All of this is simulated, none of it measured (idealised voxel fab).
process module | voxel lift off
We display cut, a cross-section 300 nm in width whose square cells are each 5 nm.
Bands, listed from the top down, are how a cross-section gets written in this document; the cross-section itself is a grid of square cells, and a band is one or more rows of them. It is stipulated that each band's entry specify, in nanometres, the height of the top of the band and then that of its bottom, followed by the materials of the band in left-to-right sequence, each together with its width in nanometres. A single material marked by the word "edge to edge" is understood to fill the band from edge to edge; the word "empty" is understood to denote empty space. Basically, 0 is our baseline, since under it the wafer straight out of the box is all one material. The bottom band has no lower end and keeps on going down, so it looks like "from 0 down". Graded width ("30..40"): value in top row of band = first number; value in bottom row = second number; row-to-row change constant. What does "no alteration" mean for a step? It means no cell of the cross-section changed in that step. Closed-off voids of 8+ cells (no open route to the top) go in "Completely sealed voids", written width x height at distance from the left edge, in nm. Note: text after step settings on the step line = simulator remark on that step. Steps that use a mask can have "overlay nm" on their line. It says how far the mask sat to the right of where it was meant to be. Negative means to the left.

The process steps that were planned are listed below:
| 1 | op RECEIVE | material Si |
| 2 | op CONFORMAL_DEP | material SiN | thk nm 10 |
| 3 | op PATTERN | tone open | mask id LINES | material resist | width nm 25 | pitch nm 45 | thk nm 15 | overlay nm 0 |
| 4 | op DIRECTIONAL_DEP | material Ru | thk nm 5 |
| 5 | op STRIP | etch materials resist |
| 6 | op CONFORMAL_DEP | material SiCN | thk nm 5 |

Wafer as received: cross-section following step 1:
  from 0 down = Si edge to edge
  Completely sealed voids: none

The plan above was carried out on the starting structure above with one mistake, and this cross-section shows the wafer at the end of the module:
  from 15 to 10 = 65 nm empty  35 nm SiCN  10 nm empty  35 nm SiCN  10 nm empty  35 nm SiCN  10 nm empty  35 nm SiCN  65 nm empty
  from 10 to 5 = 70 nm SiCN  25 nm Ru  20 nm SiCN  25 nm Ru  20 nm SiCN  25 nm Ru  20 nm SiCN  25 nm Ru  70 nm SiCN
  from 5 to 0 = SiN edge to edge
  from 0 down = Si edge to edge
  Completely sealed voids: none
What broke from the plan during processing? heads up, step 2 didn't go per plan, it actually ran as op CONFORMAL_DEP | material SiN | thk nm 5
